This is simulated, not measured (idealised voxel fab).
process module | voxel wiring stack
cross-section cut | 260 nm wide | cells 5 nm
A cross-section is a grid of square cells, given in bands from the top down. A band is one or more rows of cells.
Each band's line starts with the height of the band's top and of its bottom, in nm. Then come its materials from left to right, each with its width in nm. One material with "throughout" fills the band from edge to edge. "air" is empty space.
Height 0 is the level under which the wafer as received is all one material. The lowest band goes on downwards, as in "0 down".
A width such as "30 to 40" changes by the same amount from each row of cells to the next, from the band's top row to its bottom row.
"no change" after a step means that no cell of the cross-section changed.
closed voids: empty space of 8 cells or more with no open way to the top, each as width x height at its distance from the left edge, in nm
after a step's settings: what the simulator itself notes on the step
overlay nm, on a step with a mask: how far to the right of its planned place the mask lay; to the left if negative
plan
1 op RECEIVE | material Si
2 op CONFORMAL_DEP | material SiO2 | thk nm 10
3 op DIRECTIONAL_DEP | material TiN | thk nm 5
4 op DIRECTIONAL_DEP | material Ru | thk nm 25
5 op MASKED_ETCH | tone cover | mask id METAL_1 | width nm 25 | pitch nm 45 | etch materials Ru | depth nm 25 | overlay nm 0
6 op MASKED_ETCH | tone cover | mask id METAL_1 | width nm 25 | pitch nm 45 | etch materials TiN | depth nm 5 | overlay nm 0
7 op FILL_DEP | material lowk | thk nm 10
8 op CMP | height nm 40
9 op CONFORMAL_DEP | material SiCN | thk nm 5
10 op DIRECTIONAL_DEP | material lowk | thk nm 30
11 op PATTERN | tone open | mask id METAL_2 | material resist | width nm 25 | pitch nm 45 | thk nm 20 | overlay nm 0
12 op DIRECTIONAL_ETCH | etch materials lowk | depth nm 20
13 op STRIP | etch materials resist
14 op PATTERN | tone open | mask id METAL_2_HOLES | material resist | width nm 15 | pitch nm 45 | thk nm 15 | overlay nm 0
15 op DIRECTIONAL_ETCH | etch materials lowk | depth nm 10
16 op DIRECTIONAL_ETCH | etch materials SiCN | depth nm 5
17 op STRIP | etch materials resist
18 op CONFORMAL_DEP | material TiN | thk nm 5
19 op FILL_DEP | material Ru | thk nm 5
20 op CMP | height nm 75
21 op CONFORMAL_DEP | material SiCN | thk nm 5
22 op DIRECTIONAL_DEP | material lowk | thk nm 10
23 op DIRECTIONAL_DEP | material aC | thk nm 10
24 op PATTERN | tone open | mask id PLUG_2 | material resist | width nm 15 | pitch nm 45 | thk nm 30 | overlay nm 0
25 op DIRECTIONAL_ETCH | etch materials aC | depth nm 10
26 op STRIP | etch materials resist
27 op DIRECTIONAL_ETCH | etch materials lowk | depth nm 10
28 op DIRECTIONAL_ETCH | etch materials SiCN | depth nm 5
29 op STRIP | etch materials aC
30 op EPI | material Ru | thk nm 10
31 op EPI | material Ru | thk nm 5
32 op DIRECTIONAL_DEP | material TiN | thk nm 5
33 op DIRECTIONAL_DEP | material W | thk nm 25
34 op PATTERN | tone cover | mask id METAL_3 | material resist | width nm 25 | pitch nm 45 | thk nm 20 | overlay nm 0
35 op DIRECTIONAL_ETCH | etch materials W | depth nm 25
36 op DIRECTIONAL_ETCH | etch materials TiN | depth nm 5
37 op STRIP | etch materials resist
38 op FILL_DEP | material lowk | thk nm 10
39 op CMP | height nm 120
40 op CONFORMAL_DEP | material SiN | thk nm 5
as received, after step 1
  0 down: Si throughout
  closed voids: none
first wafer at the end, as planned
  125 to 120: SiN throughout
  120 to 95: lowk 95 | W 25 | lowk 20 | W 25 | lowk 95
  95 to 90: lowk 95 | TiN 25 | lowk 20 | TiN 25 | lowk 95
  90 to 80: lowk 95 | Ru 15 | lowk 30 | Ru 15 | lowk 105
  80 to 75: SiCN 95 | Ru 15 | SiCN 30 | Ru 15 | SiCN 105
  75 to 60: lowk 95 | TiN 5 | Ru 15 | TiN 5 | lowk 20 | TiN 5 | Ru 15 | TiN 5 | lowk 95
  60 to 55: lowk 95 | TiN 5 | Ru 5 | TiN 15 | lowk 20 | TiN 5 | Ru 5 | TiN 15 | lowk 95
  55 to 45: lowk 95 | TiN 5 | Ru 5 | TiN 5 | lowk 30 | TiN 5 | Ru 5 | TiN 5 | lowk 105
  45 to 40: SiCN 95 | TiN 15 | SiCN 30 | TiN 15 | SiCN 105
  40 to 15: lowk 95 | Ru 25 | lowk 20 | Ru 25 | lowk 95
  15 to 10: lowk 95 | TiN 25 | lowk 20 | TiN 25 | lowk 95
  10 to 0: SiO2 throughout
  0 down: Si throughout
  closed voids: none
second wafer at the end: like start, like plan, one mistake
  125 to 120: SiN throughout
  120 to 100: lowk 95 | W 25 | lowk 20 | W 25 | lowk 95
  100 to 95: Ru 100 | W 5 | Ru 40 | W 5 | Ru 110
  95 to 90: TiN 95 | Ru 15 | TiN 30 | Ru 15 | TiN 105
  90 to 85: lowk 95 | TiN 15 | lowk 30 | TiN 15 | lowk 105
  85 to 80: lowk 95 | Ru 15 | lowk 30 | Ru 15 | lowk 105
  80 to 75: SiCN 95 | Ru 15 | SiCN 30 | Ru 15 | SiCN 105
  75 to 60: lowk 95 | TiN 5 | Ru 15 | TiN 5 | lowk 20 | TiN 5 | Ru 15 | TiN 5 | lowk 95
  60 to 55: lowk 95 | TiN 5 | Ru 5 | TiN 15 | lowk 20 | TiN 5 | Ru 5 | TiN 15 | lowk 95
  55 to 45: lowk 95 | TiN 5 | Ru 5 | TiN 5 | lowk 30 | TiN 5 | Ru 5 | TiN 5 | lowk 105
  45 to 40: SiCN 95 | TiN 15 | SiCN 30 | TiN 15 | SiCN 105
  40 to 15: lowk 95 | Ru 25 | lowk 20 | Ru 25 | lowk 95
  15 to 10: lowk 95 | TiN 25 | lowk 20 | TiN 25 | lowk 95
  10 to 0: SiO2 throughout
  0 down: Si throughout
  closed voids: none
what went wrong: steps 31 and 32 were swapped
at the end the second wafer has, in cells: 50 more of Ru | 42 more of TiN | 8 fewer of W | 84 fewer of lowk
